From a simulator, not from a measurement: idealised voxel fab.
Process module under the name voxel transistor to metal
For reference, the cross-section in this document is cut, with width 255 nm and square cells of 5 nm.
In what follows, cross-sections appear as grids of square cells, described through bands that run from the top down, where every band is one or more rows of cells.
Basically the band line says how high the top is and how high the bottom is, in nm, and then what's in it from left to right, every material with its width in nm. Empty space shows up as "blank", and if a single material carries "full width" it runs the full band edge to edge.
Basically, 0 is our baseline, since under it the wafer straight out of the box is all one material. The bottom band has no lower end and keeps on going down, so it looks like "0 down".
Read "30->40" as a graded width: first number on top, second number at the bottom, same change between each pair of neighbouring rows.
Take "nothing altered" at face value: in the step it is given for, the cross-section changed in none of its cells.
In the "Sealed void inventory" entry, you get each enclosed empty space of 8 cells or more, one with no open way to the top, written width x height at distance, distance from the left edge, in nm.
On each step's line, the part that comes after the settings is the simulator's own comment on the step.
Steps that use a mask can have "overlay nm" on their line. It says how far the mask sat to the right of where it was meant to be. Negative means to the left.
Pairs ahead. Before: cross-section ahead of one process step. After: cross-section once the step is done, shown to the lowest changed band only. Under each pair: that step, with settings. Caution: pairs may come from different runs of this module on the same starting wafer; a pair follows the pair above only where its "Pre-process" entry says so.

[Pre-process]
55 to 50: TiN full width
50 to 45: 20 nm SiO2, then 5 nm TiN, then 15 nm Ru, then 5 nm TiN, then 30 nm SiO2, then 5 nm TiN, then 15 nm Ru, then 5 nm TiN, then 30 nm SiO2, then 5 nm TiN, then 15 nm Ru, then 5 nm TiN, then 30 nm SiO2, then 5 nm TiN, then 15 nm Ru, then 5 nm TiN, then 45 nm SiO2
45 to 40: 20 nm SiO2, then 5 nm TiN, then 15 nm Ru, then 5 nm TiN, then 30 nm SiO2, then 25 nm TiN, then 30 nm SiO2, then 5 nm TiN, then 15 nm Ru, then 5 nm TiN, then 30 nm SiO2, then 25 nm TiN, then 45 nm SiO2
40 to 25: 20 nm SiO2, then 5 nm TiN, then 15 nm Ru, then 5 nm TiN, then 5 nm SiO2, then 10 nm SiN, then 20 nm SiCN, then 10 nm SiN, then 10 nm TiN, then 30 nm SiO2, then 5 nm TiN, then 15 nm Ru, then 5 nm TiN, then 5 nm SiO2, then 10 nm SiN, then 20 nm SiCN, then 10 nm SiN, then 10 nm TiN, then 45 nm SiO2
25 to 15: 20 nm SiO2, then 5 nm TiN, then 15 nm Ru, then 5 nm TiN, then 5 nm SiO2, then 10 nm SiN, then 20 nm polySi, then 10 nm SiN, then 10 nm TiN, then 30 nm SiO2, then 5 nm TiN, then 15 nm Ru, then 5 nm TiN, then 5 nm SiO2, then 10 nm SiN, then 20 nm polySi, then 10 nm SiN, then 10 nm TiN, then 45 nm SiO2
15 to 10: 20 nm SiO2, then 5 nm TiN, then 5 nm Ru, then 15 nm TiN, then 5 nm SiO2, then 10 nm SiN, then 20 nm polySi, then 10 nm SiN, then 10 nm TiN, then 30 nm SiO2, then 5 nm TiN, then 5 nm Ru, then 15 nm TiN, then 5 nm SiO2, then 10 nm SiN, then 20 nm polySi, then 10 nm SiN, then 10 nm TiN, then 45 nm SiO2
10 to 5: 20 nm SiO2, then 15 nm TiN, then 15 nm nSi, then 10 nm SiN, then 20 nm polySi, then 10 nm SiN, then 15 nm nSi, then 25 nm SiO2, then 15 nm TiN, then 15 nm nSi, then 10 nm SiN, then 20 nm polySi, then 10 nm SiN, then 15 nm nSi, then 40 nm SiO2
5 to 0: 20 nm SiO2, then 10 nm SiN, then 5 nm TiN, then 15 nm nSi, then 10 nm SiN, then 20 nm polySi, then 10 nm SiN, then 15 nm nSi, then 5 nm SiO2, then 10 nm SiN, then 10 nm SiO2, then 10 nm SiN, then 5 nm TiN, then 15 nm nSi, then 10 nm SiN, then 20 nm polySi, then 10 nm SiN, then 15 nm nSi, then 5 nm SiO2, then 10 nm SiN, then 25 nm SiO2
0 to -5: 30 nm SiO2, then 20 nm nSi, then 40 nm SiO2, then 20 nm nSi, then 30 nm SiO2, then 20 nm nSi, then 40 nm SiO2, then 20 nm nSi, then 35 nm SiO2
-5 to -15: 30 nm SiO2, then 20 nm nSi, then 40 nm Si, then 20 nm nSi, then 30 nm SiO2, then 20 nm nSi, then 40 nm Si, then 20 nm nSi, then 35 nm SiO2
-15 to -30: 30 nm SiO2, then 80 nm Si, then 30 nm SiO2, then 80 nm Si, then 35 nm SiO2
-30 down: Si full width
Sealed void inventory: none

[Post-Process View]
70 to 55: Ru full width
At heights below 55, the structure remains unaltered.
Sealed void inventory: none
Step between the cross-sections above: DIRECTIONAL_DEP, material Ru, thk nm 15

Pre-process: the state before this step is the cross-section shown after the step in the pair just above.

[Post-Process View]
70 to 55: 30 nm blank, then 15 nm Ru, then 50 nm blank, then 15 nm Ru, then 30 nm blank, then 15 nm Ru, then 50 nm blank, then 15 nm Ru, then 35 nm blank
At heights below 55, the structure remains unaltered.
Sealed void inventory: none
Step between the cross-sections above: MASKED_ETCH, tone cover, mask id METAL_1, width nm 15, etch materials Ru, depth nm 15, overlay nm 0

Pre-process: the state before this step is the cross-section shown after the step in the pair just above.

[Post-Process View]
70 to 55: 30 nm blank, then 15 nm Ru, then 50 nm blank, then 15 nm Ru, then 30 nm blank, then 15 nm Ru, then 50 nm blank, then 15 nm Ru, then 35 nm blank
55 to 50: 30 nm blank, then 15 nm TiN, then 50 nm blank, then 15 nm TiN, then 30 nm blank, then 15 nm TiN, then 50 nm blank, then 15 nm TiN, then 35 nm blank
At heights below 50, the structure remains unaltered.
Sealed void inventory: none
Step between the cross-sections above: MASKED_ETCH, tone cover, mask id METAL_1, width nm 15, etch materials TiN, depth nm 5, overlay nm 0

Pre-process: the state before this step is the cross-section shown after the step in the pair just above.

[Post-Process View]
75 to 70: 25 nm blank, then 25 nm SiN, then 40 nm blank, then 25 nm SiN, then 20 nm blank, then 25 nm SiN, then 40 nm blank, then 25 nm SiN, then 30 nm blank
70 to 55: 25 nm blank, then 5 nm SiN, then 15 nm Ru, then 5 nm SiN, then 40 nm blank, then 5 nm SiN, then 15 nm Ru, then 5 nm SiN, then 20 nm blank, then 5 nm SiN, then 15 nm Ru, then 5 nm SiN, then 40 nm blank, then 5 nm SiN, then 15 nm Ru, then 5 nm SiN, then 30 nm blank
55 to 50: 30 nm SiN, then 15 nm TiN, then 50 nm SiN, then 15 nm TiN, then 30 nm SiN, then 15 nm TiN, then 50 nm SiN, then 15 nm TiN, then 35 nm SiN
At heights below 50, the structure remains unaltered.
Sealed void inventory: none
Step between the cross-sections above: CONFORMAL_DEP, material SiN, thk nm 5

Pre-process: the state before this step is the cross-section shown after the step in the pair just above.

[Post-Process View]
85 to 75: SiO2 full width
75 to 70: 25 nm SiO2, then 25 nm SiN, then 40 nm SiO2, then 25 nm SiN, then 20 nm SiO2, then 25 nm SiN, then 40 nm SiO2, then 25 nm SiN, then 30 nm SiO2
70 to 55: 25 nm SiO2, then 5 nm SiN, then 15 nm Ru, then 5 nm SiN, then 40 nm SiO2, then 5 nm SiN, then 15 nm Ru, then 5 nm SiN, then 20 nm SiO2, then 5 nm SiN, then 15 nm Ru, then 5 nm SiN, then 40 nm SiO2, then 5 nm SiN, then 15 nm Ru, then 5 nm SiN, then 30 nm SiO2
At heights below 55, the structure remains unaltered.
Sealed void inventory: none
Step between the cross-sections above: FILL_DEP, material SiO2, thk nm 10

Pre-process: the state before this step is the cross-section shown after the step in the pair just above.

[Post-Process View]
70 to 55: 25 nm SiO2, then 5 nm SiN, then 15 nm Ru, then 5 nm SiN, then 40 nm SiO2, then 5 nm SiN, then 15 nm Ru, then 5 nm SiN, then 20 nm SiO2, then 5 nm SiN, then 15 nm Ru, then 5 nm SiN, then 40 nm SiO2, then 5 nm SiN, then 15 nm Ru, then 5 nm SiN, then 30 nm SiO2
At heights below 55, the structure remains unaltered.
Sealed void inventory: none
Step between the cross-sections above: CMP, height nm 70

Pre-process: the state before this step is the cross-section shown after the step in the pair just above.

[Post-Process View]
75 to 70: SiCN full width
At heights below 70, the structure remains unaltered.
Sealed void inventory: none
Step between the cross-sections above: CONFORMAL_DEP, material SiCN, thk nm 5

Pre-process: the state before this step is the cross-section shown after the step in the pair just above.

[Post-Process View]
105 to 75: SiO2 full width
At heights below 75, the structure remains unaltered.
Sealed void inventory: none
Step between the cross-sections above: DIRECTIONAL_DEP, material SiO2, thk nm 30

Pre-process: the state before this step is the cross-section shown after the step in the pair just above.

[Post-Process View]
105 to 90: 30 nm SiO2, then 15 nm blank, then 95 nm SiO2, then 15 nm blank, then 100 nm SiO2
At heights below 90, the structure remains unaltered.
Sealed void inventory: none
Step between the cross-sections above: MASKED_ETCH, tone open, mask id METAL_2, width nm 15, pitch nm 110, etch materials SiO2, depth nm 15, overlay nm 0

Pre-process: the state before this step is the cross-section shown after the step in the pair just above.

[Post-Process View]
115 to 105: 30 nm aC, then 15 nm blank, then 95 nm aC, then 15 nm blank, then 100 nm aC
105 to 100: 30 nm SiO2, then 15 nm blank, then 95 nm SiO2, then 15 nm blank, then 100 nm SiO2
100 to 90: 30 nm SiO2, then 15 nm aC, then 95 nm SiO2, then 15 nm aC, then 100 nm SiO2
At heights below 90, the structure remains unaltered.
Sealed void inventory: none
Step between the cross-sections above: DIRECTIONAL_DEP, material aC, thk nm 10

Pre-process: the state before this step is the cross-section shown after the step in the pair just above.

[Post-Process View]
145 to 115: 30 nm resist, then 15 nm blank, then 95 nm resist, then 15 nm blank, then 100 nm resist
At heights below 115, the structure remains unaltered.
Sealed void inventory: none
Step between the cross-sections above: PATTERN, tone open, mask id METAL_2_HOLES, material resist, width nm 15, pitch nm 110, thk nm 30, overlay nm 0

Pre-process: the state before this step is the cross-section shown after the step in the pair just above.

[Post-Process View]
135 to 115: 30 nm resist, then 15 nm blank, then 95 nm resist, then 15 nm blank, then 100 nm resist
115 to 105: 30 nm aC, then 15 nm blank, then 95 nm aC, then 15 nm blank, then 100 nm aC
105 to 90: 30 nm SiO2, then 15 nm blank, then 95 nm SiO2, then 15 nm blank, then 100 nm SiO2
At heights below 90, the structure remains unaltered.
Sealed void inventory: none
Step between the cross-sections above: DIRECTIONAL_ETCH, etch materials aC, depth nm 10

Pre-process: the state before this step is the cross-section shown after the step in the pair just above.

[Post-Process View]
115 to 105: 30 nm aC, then 15 nm blank, then 95 nm aC, then 15 nm blank, then 100 nm aC
At heights below 105, the structure remains unaltered.
Sealed void inventory: none
Step between the cross-sections above: STRIP, etch materials resist

Pre-process: the state before this step is the cross-section shown after the step in the pair just above.

[Post-Process View]
115 to 105: 30 nm aC, then 15 nm blank, then 95 nm aC, then 15 nm blank, then 100 nm aC
105 to 75: 30 nm SiO2, then 15 nm blank, then 95 nm SiO2, then 15 nm blank, then 100 nm SiO2
At heights below 75, the structure remains unaltered.
Sealed void inventory: none
Step between the cross-sections above: DIRECTIONAL_ETCH, etch materials SiO2, depth nm 15

Pre-process: the state before this step is the cross-section shown after the step in the pair just above.

[Post-Process View]
115 to 105: 30 nm aC, then 15 nm blank, then 95 nm aC, then 15 nm blank, then 100 nm aC
105 to 75: 30 nm SiO2, then 15 nm blank, then 95 nm SiO2, then 15 nm blank, then 100 nm SiO2
75 to 70: 30 nm SiCN, then 15 nm blank, then 95 nm SiCN, then 15 nm blank, then 100 nm SiCN
At heights below 70, the structure remains unaltered.
Sealed void inventory: none
Step between the cross-sections above: DIRECTIONAL_ETCH, etch materials SiCN, depth nm 5

Pre-process: the state before this step is the cross-section shown after the step in the pair just above.

[Post-Process View]
105 to 75: 30 nm SiO2, then 15 nm blank, then 95 nm SiO2, then 15 nm blank, then 100 nm SiO2
At heights below 75, the structure remains unaltered.
Sealed void inventory: none
Step between the cross-sections above: STRIP, etch materials aC

Pre-process: the state before this step is the cross-section shown after the step in the pair just above.

[Post-Process View]
110 to 105: 35 nm TiN, then 5 nm blank, then 105 nm TiN, then 5 nm blank, then 105 nm TiN
105 to 75: 30 nm SiO2, then 5 nm TiN, then 5 nm blank, then 5 nm TiN, then 95 nm SiO2, then 5 nm TiN, then 5 nm blank, then 5 nm TiN, then 100 nm SiO2
75 to 70: 30 nm SiCN, then 15 nm TiN, then 95 nm SiCN, then 15 nm TiN, then 100 nm SiCN
At heights below 70, the structure remains unaltered.
Sealed void inventory: none
Step between the cross-sections above: CONFORMAL_DEP, material TiN, thk nm 5

Pre-process: the state before this step is the cross-section shown after the step in the pair just above.

[Post-Process View]
115 to 110: Ru full width
110 to 105: 35 nm TiN, then 5 nm Ru, then 105 nm TiN, then 5 nm Ru, then 105 nm TiN
105 to 75: 30 nm SiO2, then 5 nm TiN, then 5 nm Ru, then 5 nm TiN, then 95 nm SiO2, then 5 nm TiN, then 5 nm Ru, then 5 nm TiN, then 100 nm SiO2
At heights below 75, the structure remains unaltered.
Sealed void inventory: none
Step between the cross-sections above: FILL_DEP, material Ru, thk nm 5

Pre-process: the state before this step is the cross-section shown after the step in the pair just above.

[Post-Process View]
105 to 75: 30 nm SiO2, then 5 nm TiN, then 5 nm Ru, then 5 nm TiN, then 95 nm SiO2, then 5 nm TiN, then 5 nm Ru, then 5 nm TiN, then 100 nm SiO2
At heights below 75, the structure remains unaltered.
Sealed void inventory: none
Step between the cross-sections above: CMP, height nm 105

Pre-process: the state before this step is the cross-section shown after the step in the pair just above.

[Post-Process View]
110 to 105: SiN full width
At heights below 105, the structure remains unaltered.
Sealed void inventory: none
Step between the cross-sections above: CONFORMAL_DEP, material SiN, thk nm 5

[Pre-process]
70 to 55: 25 nm SiO2, then 5 nm SiN, then 15 nm Ru, then 5 nm SiN, then 40 nm SiO2, then 5 nm SiN, then 15 nm Ru, then 5 nm SiN, then 20 nm SiO2, then 5 nm SiN, then 15 nm Ru, then 5 nm SiN, then 40 nm SiO2, then 5 nm SiN, then 15 nm Ru, then 5 nm SiN, then 30 nm SiO2
55 to 50: 30 nm SiN, then 15 nm TiN, then 50 nm SiN, then 15 nm TiN, then 30 nm SiN, then 15 nm TiN, then 50 nm SiN, then 15 nm TiN, then 35 nm SiN
50 to 40: 30 nm SiO2, then 5 nm TiN, then 15->10 nm Ru, then 5->10 nm TiN, then 30 nm SiO2, then 5->10 nm TiN, then 15->10 nm Ru, then 5 nm TiN, then 30 nm SiO2, then 5 nm TiN, then 15->10 nm Ru, then 5->10 nm TiN, then 30 nm SiO2, then 5->10 nm TiN, then 15->10 nm Ru, then 5 nm TiN, then 35 nm SiO2
40 to 25: 30 nm SiO2, then 5 nm TiN, then 10 nm Ru, then 5 nm TiN, then 10 nm SiN, then 20 nm SiCN, then 10 nm SiN, then 5 nm TiN, then 10 nm Ru, then 5 nm TiN, then 30 nm SiO2, then 5 nm TiN, then 10 nm Ru, then 5 nm TiN, then 10 nm SiN, then 20 nm SiCN, then 10 nm SiN, then 5 nm TiN, then 10 nm Ru, then 5 nm TiN, then 35 nm SiO2
25 to 15: 30 nm SiO2, then 5 nm TiN, then 10 nm Ru, then 5 nm TiN, then 10 nm SiN, then 20 nm polySi, then 10 nm SiN, then 5 nm TiN, then 10 nm Ru, then 5 nm TiN, then 30 nm SiO2, then 5 nm TiN, then 10 nm Ru, then 5 nm TiN, then 10 nm SiN, then 20 nm polySi, then 10 nm SiN, then 5 nm TiN, then 10 nm Ru, then 5 nm TiN, then 35 nm SiO2
15 to 10: 30 nm SiO2, then 20 nm TiN, then 10 nm SiN, then 20 nm polySi, then 10 nm SiN, then 20 nm TiN, then 30 nm SiO2, then 20 nm TiN, then 10 nm SiN, then 20 nm polySi, then 10 nm SiN, then 20 nm TiN, then 35 nm SiO2
10 to 5: 30 nm SiO2, then 5 nm TiN, then 15 nm nSi, then 10 nm SiN, then 20 nm polySi, then 10 nm SiN, then 15 nm nSi, then 5 nm TiN, then 30 nm SiO2, then 5 nm TiN, then 15 nm nSi, then 10 nm SiN, then 20 nm polySi, then 10 nm SiN, then 15 nm nSi, then 5 nm TiN, then 35 nm SiO2
5 to 0: 20 nm SiO2, then 10 nm SiN, then 5 nm TiN, then 15 nm nSi, then 10 nm SiN, then 20 nm polySi, then 10 nm SiN, then 15 nm nSi, then 5 nm TiN, then 10 nm SiN, then 10 nm SiO2, then 10 nm SiN, then 5 nm TiN, then 15 nm nSi, then 10 nm SiN, then 20 nm polySi, then 10 nm SiN, then 15 nm nSi, then 5 nm TiN, then 10 nm SiN, then 25 nm SiO2
0 to -5: 30 nm SiO2, then 20 nm nSi, then 40 nm SiO2, then 20 nm nSi, then 30 nm SiO2, then 20 nm nSi, then 40 nm SiO2, then 20 nm nSi, then 35 nm SiO2
-5 to -15: 30 nm SiO2, then 20 nm nSi, then 40 nm Si, then 20 nm nSi, then 30 nm SiO2, then 20 nm nSi, then 40 nm Si, then 20 nm nSi, then 35 nm SiO2
-15 to -30: 30 nm SiO2, then 80 nm Si, then 30 nm SiO2, then 80 nm Si, then 35 nm SiO2
-30 down: Si full width
Sealed void inventory: none

[Post-Process View]
75 to 70: Ru full width
At heights below 70, the structure remains unaltered.
Sealed void inventory: none
Step between the cross-sections above: CONFORMAL_DEP, material Ru, thk nm 5

Pre-process: the state before this step is the cross-section shown after the step in the pair just above.

[Post-Process View]
105 to 75: SiO2 full width
At heights below 75, the structure remains unaltered.
Sealed void inventory: none
Step between the cross-sections above: DIRECTIONAL_DEP, material SiO2, thk nm 30

Pre-process: the state before this step is the cross-section shown after the step in the pair just above.

[Post-Process View]
105 to 90: 30 nm SiO2, then 15 nm blank, then 95 nm SiO2, then 15 nm blank, then 100 nm SiO2
At heights below 90, the structure remains unaltered.
Sealed void inventory: none
Step between the cross-sections above: MASKED_ETCH, tone open, mask id METAL_2, width nm 15, pitch nm 110, etch materials SiO2, depth nm 15, overlay nm 0

Pre-process: the state before this step is the cross-section shown after the step in the pair just above.

[Post-Process View]
115 to 105: 30 nm aC, then 15 nm blank, then 95 nm aC, then 15 nm blank, then 100 nm aC
105 to 100: 30 nm SiO2, then 15 nm blank, then 95 nm SiO2, then 15 nm blank, then 100 nm SiO2
100 to 90: 30 nm SiO2, then 15 nm aC, then 95 nm SiO2, then 15 nm aC, then 100 nm SiO2
At heights below 90, the structure remains unaltered.
Sealed void inventory: none
Step between the cross-sections above: DIRECTIONAL_DEP, material aC, thk nm 10

Pre-process: the state before this step is the cross-section shown after the step in the pair just above.

[Post-Process View]
145 to 115: 30 nm resist, then 15 nm blank, then 95 nm resist, then 15 nm blank, then 100 nm resist
At heights below 115, the structure remains unaltered.
Sealed void inventory: none
Step between the cross-sections above: PATTERN, tone open, mask id METAL_2_HOLES, material resist, width nm 15, pitch nm 110, thk nm 30, overlay nm 0

Pre-process: the state before this step is the cross-section shown after the step in the pair just above.

[Post-Process View]
135 to 115: 30 nm resist, then 15 nm blank, then 95 nm resist, then 15 nm blank, then 100 nm resist
115 to 105: 30 nm aC, then 15 nm blank, then 95 nm aC, then 15 nm blank, then 100 nm aC
105 to 90: 30 nm SiO2, then 15 nm blank, then 95 nm SiO2, then 15 nm blank, then 100 nm SiO2
At heights below 90, the structure remains unaltered.
Sealed void inventory: none
Step between the cross-sections above: DIRECTIONAL_ETCH, etch materials aC, depth nm 10

Pre-process: the state before this step is the cross-section shown after the step in the pair just above.

[Post-Process View]
115 to 105: 30 nm aC, then 15 nm blank, then 95 nm aC, then 15 nm blank, then 100 nm aC
At heights below 105, the structure remains unaltered.
Sealed void inventory: none
Step between the cross-sections above: STRIP, etch materials resist

Pre-process: the state before this step is the cross-section shown after the step in the pair just above.

[Post-Process View]
115 to 105: 30 nm aC, then 15 nm blank, then 95 nm aC, then 15 nm blank, then 100 nm aC
105 to 75: 30 nm SiO2, then 15 nm blank, then 95 nm SiO2, then 15 nm blank, then 100 nm SiO2
At heights below 75, the structure remains unaltered.
Sealed void inventory: none
Step between the cross-sections above: DIRECTIONAL_ETCH, etch materials SiO2, depth nm 15

Pre-process: the state before this step is the cross-section shown after the step in the pair just above.

[Post-Process View]
105 to 75: 30 nm SiO2, then 15 nm blank, then 95 nm SiO2, then 15 nm blank, then 100 nm SiO2
At heights below 75, the structure remains unaltered.
Sealed void inventory: none
Step between the cross-sections above: STRIP, etch materials aC

Pre-process: the state before this step is the cross-section shown after the step in the pair just above.

[Post-Process View]
110 to 105: 35 nm TiN, then 5 nm blank, then 105 nm TiN, then 5 nm blank, then 105 nm TiN
105 to 80: 30 nm SiO2, then 5 nm TiN, then 5 nm blank, then 5 nm TiN, then 95 nm SiO2, then 5 nm TiN, then 5 nm blank, then 5 nm TiN, then 100 nm SiO2
80 to 75: 30 nm SiO2, then 15 nm TiN, then 95 nm SiO2, then 15 nm TiN, then 100 nm SiO2
At heights below 75, the structure remains unaltered.
Sealed void inventory: none
Step between the cross-sections above: CONFORMAL_DEP, material TiN, thk nm 5

Pre-process: the state before this step is the cross-section shown after the step in the pair just above.

[Post-Process View]
115 to 110: Ru full width
110 to 105: 35 nm TiN, then 5 nm Ru, then 105 nm TiN, then 5 nm Ru, then 105 nm TiN
105 to 80: 30 nm SiO2, then 5 nm TiN, then 5 nm Ru, then 5 nm TiN, then 95 nm SiO2, then 5 nm TiN, then 5 nm Ru, then 5 nm TiN, then 100 nm SiO2
At heights below 80, the structure remains unaltered.
Sealed void inventory: none
Step between the cross-sections above: FILL_DEP, material Ru, thk nm 5

Pre-process: the state before this step is the cross-section shown after the step in the pair just above.

[Post-Process View]
105 to 80: 30 nm SiO2, then 5 nm TiN, then 5 nm Ru, then 5 nm TiN, then 95 nm SiO2, then 5 nm TiN, then 5 nm Ru, then 5 nm TiN, then 100 nm SiO2
At heights below 80, the structure remains unaltered.
Sealed void inventory: none
Step between the cross-sections above: CMP, height nm 105

Pre-process: the state before this step is the cross-section shown after the step in the pair just above.

[Post-Process View]
110 to 105: SiN full width
At heights below 105, the structure remains unaltered.
Sealed void inventory: none
Step between the cross-sections above: CONFORMAL_DEP, material SiN, thk nm 5

[Pre-process]
50 to 40: SiO2 full width
40 to 25: 50 nm SiO2, then 10 nm SiN, then 20 nm SiCN, then 10 nm SiN, then 70 nm SiO2, then 10 nm SiN, then 20 nm SiCN, then 10 nm SiN, then 55 nm SiO2
25 to 10: 50 nm SiO2, then 10 nm SiN, then 20 nm polySi, then 10 nm SiN, then 70 nm SiO2, then 10 nm SiN, then 20 nm polySi, then 10 nm SiN, then 55 nm SiO2
10 to 5: 35 nm SiO2, then 15 nm nSi, then 10 nm SiN, then 20 nm polySi, then 10 nm SiN, then 15 nm nSi, then 40 nm SiO2, then 15 nm nSi, then 10 nm SiN, then 20 nm polySi, then 10 nm SiN, then 15 nm nSi, then 40 nm SiO2
5 to 0: 20 nm SiO2, then 10 nm SiN, then 5 nm SiO2, then 15 nm nSi, then 10 nm SiN, then 20 nm polySi, then 10 nm SiN, then 15 nm nSi, then 5 nm SiO2, then 10 nm SiN, then 10 nm SiO2, then 10 nm SiN, then 5 nm SiO2, then 15 nm nSi, then 10 nm SiN, then 20 nm polySi, then 10 nm SiN, then 15 nm nSi, then 5 nm SiO2, then 10 nm SiN, then 25 nm SiO2
0 to -5: 30 nm SiO2, then 20 nm nSi, then 40 nm SiO2, then 20 nm nSi, then 30 nm SiO2, then 20 nm nSi, then 40 nm SiO2, then 20 nm nSi, then 35 nm SiO2
-5 to -15: 30 nm SiO2, then 20 nm nSi, then 40 nm Si, then 20 nm nSi, then 30 nm SiO2, then 20 nm nSi, then 40 nm Si, then 20 nm nSi, then 35 nm SiO2
-15 to -30: 30 nm SiO2, then 80 nm Si, then 30 nm SiO2, then 80 nm Si, then 35 nm SiO2
-30 down: Si full width
Sealed void inventory: none

[Post-Process View]
65 to 50: 30 nm blank, then 25 nm resist, then 30 nm blank, then 25 nm resist, then 30 nm blank, then 25 nm resist, then 30 nm blank, then 25 nm resist, then 35 nm blank
At heights below 50, the structure remains unaltered.
Sealed void inventory: none
Step between the cross-sections above: PATTERN, tone cover, mask id CONTACT, material resist, width nm 25, pitch nm 55, thk nm 15, overlay nm 0

Pre-process: the state before this step is the cross-section shown after the step in the pair just above.

[Post-Process View]
65 to 50: 30 nm blank, then 25 nm resist, then 30 nm blank, then 25 nm resist, then 30 nm blank, then 25 nm resist, then 30 nm blank, then 25 nm resist, then 35 nm blank
50 to 40: 30 nm blank, then 25 nm SiO2, then 30 nm blank, then 25 nm SiO2, then 30 nm blank, then 25 nm SiO2, then 30 nm blank, then 25 nm SiO2, then 35 nm blank
40 to 25: 30 nm blank, then 20 nm SiO2, then 10 nm SiN, then 20 nm SiCN, then 10 nm SiN, then 20 nm SiO2, then 30 nm blank, then 20 nm SiO2, then 10 nm SiN, then 20 nm SiCN, then 10 nm SiN, then 20 nm SiO2, then 35 nm blank
25 to 10: 30 nm blank, then 20 nm SiO2, then 10 nm SiN, then 20 nm polySi, then 10 nm SiN, then 20 nm SiO2, then 30 nm blank, then 20 nm SiO2, then 10 nm SiN, then 20 nm polySi, then 10 nm SiN, then 20 nm SiO2, then 35 nm blank
10 to 5: 30 nm blank, then 5 nm SiO2, then 15 nm nSi, then 10 nm SiN, then 20 nm polySi, then 10 nm SiN, then 15 nm nSi, then 5 nm SiO2, then 30 nm blank, then 5 nm SiO2, then 15 nm nSi, then 10 nm SiN, then 20 nm polySi, then 10 nm SiN, then 15 nm nSi, then 5 nm SiO2, then 35 nm blank
5 to 0: 20 nm blank, then 10 nm SiN, then 5 nm SiO2, then 15 nm nSi, then 10 nm SiN, then 20 nm polySi, then 10 nm SiN, then 15 nm nSi, then 5 nm SiO2, then 10 nm SiN, then 10 nm blank, then 10 nm SiN, then 5 nm SiO2, then 15 nm nSi, then 10 nm SiN, then 20 nm polySi, then 10 nm SiN, then 15 nm nSi, then 5 nm SiO2, then 10 nm SiN, then 25 nm blank
At heights below 0, the structure remains unaltered.
Sealed void inventory: none
Step between the cross-sections above: DIRECTIONAL_ETCH, etch materials SiO2, depth nm 50

Pre-process: the state before this step is the cross-section shown after the step in the pair just above.

[Post-Process View]
50 to 40: 30 nm blank, then 25 nm SiO2, then 30 nm blank, then 25 nm SiO2, then 30 nm blank, then 25 nm SiO2, then 30 nm blank, then 25 nm SiO2, then 35 nm blank
At heights below 40, the structure remains unaltered.
Sealed void inventory: none
Step between the cross-sections above: STRIP, etch materials resist

Pre-process: the state before this step is the cross-section shown after the step in the pair just above.

[Post-Process View]
55 to 50: 25 nm blank, then 35 nm TiN, then 20 nm blank, then 35 nm TiN, then 20 nm blank, then 35 nm TiN, then 20 nm blank, then 35 nm TiN, then 30 nm blank
50 to 45: 25 nm blank, then 5 nm TiN, then 25 nm SiO2, then 5 nm TiN, then 20 nm blank, then 5 nm TiN, then 25 nm SiO2, then 5 nm TiN, then 20 nm blank, then 5 nm TiN, then 25 nm SiO2, then 5 nm TiN, then 20 nm blank, then 5 nm TiN, then 25 nm SiO2, then 5 nm TiN, then 30 nm blank
45 to 40: 25 nm blank, then 5 nm TiN, then 25 nm SiO2, then 30 nm TiN, then 25 nm SiO2, then 5 nm TiN, then 20 nm blank, then 5 nm TiN, then 25 nm SiO2, then 30 nm TiN, then 25 nm SiO2, then 5 nm TiN, then 30 nm blank
40 to 25: 25 nm blank, then 5 nm TiN, then 20 nm SiO2, then 10 nm SiN, then 20 nm SiCN, then 10 nm SiN, then 20 nm SiO2, then 5 nm TiN, then 20 nm blank, then 5 nm TiN, then 20 nm SiO2, then 10 nm SiN, then 20 nm SiCN, then 10 nm SiN, then 20 nm SiO2, then 5 nm TiN, then 30 nm blank
25 to 10: 25 nm blank, then 5 nm TiN, then 20 nm SiO2, then 10 nm SiN, then 20 nm polySi, then 10 nm SiN, then 20 nm SiO2, then 5 nm TiN, then 20 nm blank, then 5 nm TiN, then 20 nm SiO2, then 10 nm SiN, then 20 nm polySi, then 10 nm SiN, then 20 nm SiO2, then 5 nm TiN, then 30 nm blank
10 to 5: 15 nm blank, then 15 nm TiN, then 5 nm SiO2, then 15 nm nSi, then 10 nm SiN, then 20 nm polySi, then 10 nm SiN, then 15 nm nSi, then 5 nm SiO2, then 30 nm TiN, then 5 nm SiO2, then 15 nm nSi, then 10 nm SiN, then 20 nm polySi, then 10 nm SiN, then 15 nm nSi, then 5 nm SiO2, then 15 nm TiN, then 20 nm blank
5 to 0: 20 nm TiN, then 10 nm SiN, then 5 nm SiO2, then 15 nm nSi, then 10 nm SiN, then 20 nm polySi, then 10 nm SiN, then 15 nm nSi, then 5 nm SiO2, then 10 nm SiN, then 10 nm TiN, then 10 nm SiN, then 5 nm SiO2, then 15 nm nSi, then 10 nm SiN, then 20 nm polySi, then 10 nm SiN, then 15 nm nSi, then 5 nm SiO2, then 10 nm SiN, then 25 nm TiN
At heights below 0, the structure remains unaltered.
Sealed void inventory: none
Step between the cross-sections above: CONFORMAL_DEP, material TiN, thk nm 5
